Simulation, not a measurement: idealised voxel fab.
This section sets out a process module, namely voxel capacitor over wiring.
Each square cell in cross-section cut measures 5 nm, and the section as a whole is 285 nm wide.
Square cells in a grid make up a cross-section in this document, and the grid is given as bands, listed from the top down, each one or more rows of cells. Band: top height; bottom height; in nm. Then, left to right: material with width in nm, for each material. "edge to edge": a single material spanning edge to edge. "empty": empty space. Convention: height 0 is the level below which the wafer, as received, is all one material. The lowest band does not terminate at the bottom but continues downward, represented as "0 down". Think of "30->40" as a width that walks from the first number to the second as you go down the band, top row to bottom row, taking equal-sized steps from row to row. No cell of the cross-section changed in a step that is given as "changes: none". Each empty space that has no open way to the top and spans at least 8 cells appears under "Cavities, closed" as width x height at distance, the distance counted from the left edge, all in nm. The remark found on a step's line after its settings is issued by the simulator itself and pertains to that step. The "overlay nm" setting may appear on a step's line; for a step that uses a mask, it gives how far to the right of its planned position the mask lay, and a negative value indicates the left.

Steps planned for the process
- 1: RECEIVE (material Si)
- 2: CONFORMAL_DEP (material SiO2; thk nm 15)
- 3: CONFORMAL_DEP (material SiCN; thk nm 5)
- 4: DIRECTIONAL_DEP (material SiO2; thk nm 20)
- 5: DIRECTIONAL_DEP (material aC; thk nm 10)
- 6: PATTERN (tone open; mask id METAL_1; material resist; width nm 20; pitch nm 75; thk nm 30; overlay nm 0)
- 7: DIRECTIONAL_ETCH (etch materials aC; depth nm 10)
- 8: STRIP (etch materials resist)
- 9: DIRECTIONAL_ETCH (etch materials SiO2; depth nm 20)
- 10: DIRECTIONAL_ETCH (etch materials SiCN; depth nm 5)
- 11: STRIP (etch materials aC)
- 12: CONFORMAL_DEP (material TiN; thk nm 5)
- 13: FILL_DEP (material Cu; thk nm 10)
- 14: CMP (height nm 40)
- 15: EPI (material Ru; thk nm 5)
- 16: FILL_DEP (material SiCN; thk nm 5)
- 17: DIRECTIONAL_DEP (material lowk; thk nm 10)
- 18: PATTERN (tone open; mask id PLUG_1; material resist; width nm 15; thk nm 15; overlay nm 0)
- 19: DIRECTIONAL_ETCH (etch materials lowk; depth nm 10)
- 20: DIRECTIONAL_ETCH (etch materials SiCN; depth nm 5)
- 21: STRIP (etch materials resist)
- 22: CONFORMAL_DEP (material TiN; thk nm 5)
- 23: FILL_DEP (material W; thk nm 5)
- 24: CMP (height nm 60)
- 25: DIRECTIONAL_DEP (material TiN; thk nm 5)
- 26: DIRECTIONAL_DEP (material HfO2; thk nm 5)
- 27: DIRECTIONAL_DEP (material TiN; thk nm 5)
- 28: PATTERN (tone cover; mask id UPPER_PLATE; material resist; width nm 60; thk nm 15; overlay nm 0)
- 29: DIRECTIONAL_ETCH (etch materials TiN; depth nm 5)
- 30: DIRECTIONAL_ETCH (etch materials HfO2; depth nm 5)
- 31: STRIP (etch materials resist)
- 32: MASKED_ETCH (tone cover; mask id LOWER_PLATE; width nm 70; etch materials TiN; depth nm 5; overlay nm 0)
- 33: FILL_DEP (material SiO2; thk nm 20)
- 34: CMP (height nm 90)
- 35: DIRECTIONAL_DEP (material aC; thk nm 10)
- 36: PATTERN (tone open; mask id PLUG_2; material resist; width nm 15; thk nm 30; overlay nm 0)
- 37: DIRECTIONAL_ETCH (etch materials aC; depth nm 10)
- 38: STRIP (etch materials resist)
- 39: DIRECTIONAL_ETCH (etch materials SiO2; depth nm 15)
- 40: STRIP (etch materials aC)
- 41: CONFORMAL_DEP (material TiN; thk nm 5)
- 42: FILL_DEP (material W; thk nm 5)
- 43: CMP (height nm 90)
- 44: CONFORMAL_DEP (material SiN; thk nm 5)
Among the wafers covered here, the point of difference is the width nm at step 18; their starting state is shared, and the plan presents the value of the first wafer.

As-received cross-section, first of several wafers, post step 1
    0 down | Si edge to edge
    Cavities, closed: none

first wafer at the end, after step 44
    95 to 90 | SiN edge to edge
    90 to 80 | SiO2=110 | TiN=5 | W=5 | TiN=5 | SiO2=160
    80 to 70 | SiO2=110->100 | TiN=15->60 | SiO2=160->125
    70 to 65 | SiO2=100 | HfO2=60 | SiO2=125
    65 to 60 | SiO2=95 | TiN=70 | SiO2=120
    60 to 50 | lowk=100 | TiN=5 | W=5 | TiN=5 | lowk=170
    50 to 45 | SiCN=100 | TiN=15 | SiCN=170
    45 to 40 | SiCN=90 | Ru=30 | SiCN=45 | Ru=30 | SiCN=90
    40 to 20 | SiO2=95 | TiN=5 | Cu=10 | TiN=5 | SiO2=55 | TiN=5 | Cu=10 | TiN=5 | SiO2=95
    20 to 15 | SiCN=95 | TiN=20 | SiCN=55 | TiN=20 | SiCN=95
    15 to 0 | SiO2 edge to edge
    0 down | Si edge to edge
    Cavities, closed: none

Cross-sectional view, end of module, last wafer of several
    95 to 90 | SiN edge to edge
    90 to 80 | SiO2=110 | TiN=5 | W=5 | TiN=5 | SiO2=160
    80 to 70 | SiO2=110->100 | TiN=15->60 | SiO2=160->125
    70 to 65 | SiO2=100 | HfO2=60 | SiO2=125
    65 to 60 | SiO2=95 | TiN=70 | SiO2=120
    60 to 50 | lowk=95 | TiN=5 | W=20 | TiN=5 | lowk=160
    50 to 45 | SiCN=95 | TiN=30 | SiCN=160
    45 to 40 | SiCN=90 | Ru=30 | SiCN=45 | Ru=30 | SiCN=90
    40 to 20 | SiO2=95 | TiN=5 | Cu=10 | TiN=5 | SiO2=55 | TiN=5 | Cu=10 | TiN=5 | SiO2=95
    20 to 15 | SiCN=95 | TiN=20 | SiCN=55 | TiN=20 | SiCN=95
    15 to 0 | SiO2 edge to edge
    0 down | Si edge to edge
    Cavities, closed: none

What follows is a table in which each wafer occupies a row; for the wafer as it stands at the close of the module, the row states, material by material, how many cells have been gained (+) or lost (-) since receipt, and then gives its closed voids
width nm 15, +16 Cu, +12 HfO2, +12 Ru, +148 SiCN, +57 SiN, +662 SiO2, +64 TiN, +4 W, +108 lowk, Cavities, closed: none
width nm 20, +16 Cu, +12 HfO2, +12 Ru, +147 SiCN, +57 SiN, +662 SiO2, +65 TiN, +6 W, +106 lowk, Cavities, closed: none
width nm 25, +16 Cu, +12 HfO2, +12 Ru, +146 SiCN, +57 SiN, +662 SiO2, +66 TiN, +8 W, +104 lowk, Cavities, closed: none
width nm 30, +16 Cu, +12 HfO2, +12 Ru, +145 SiCN, +57 SiN, +662 SiO2, +67 TiN, +10 W, +102 lowk, Cavities, closed: none
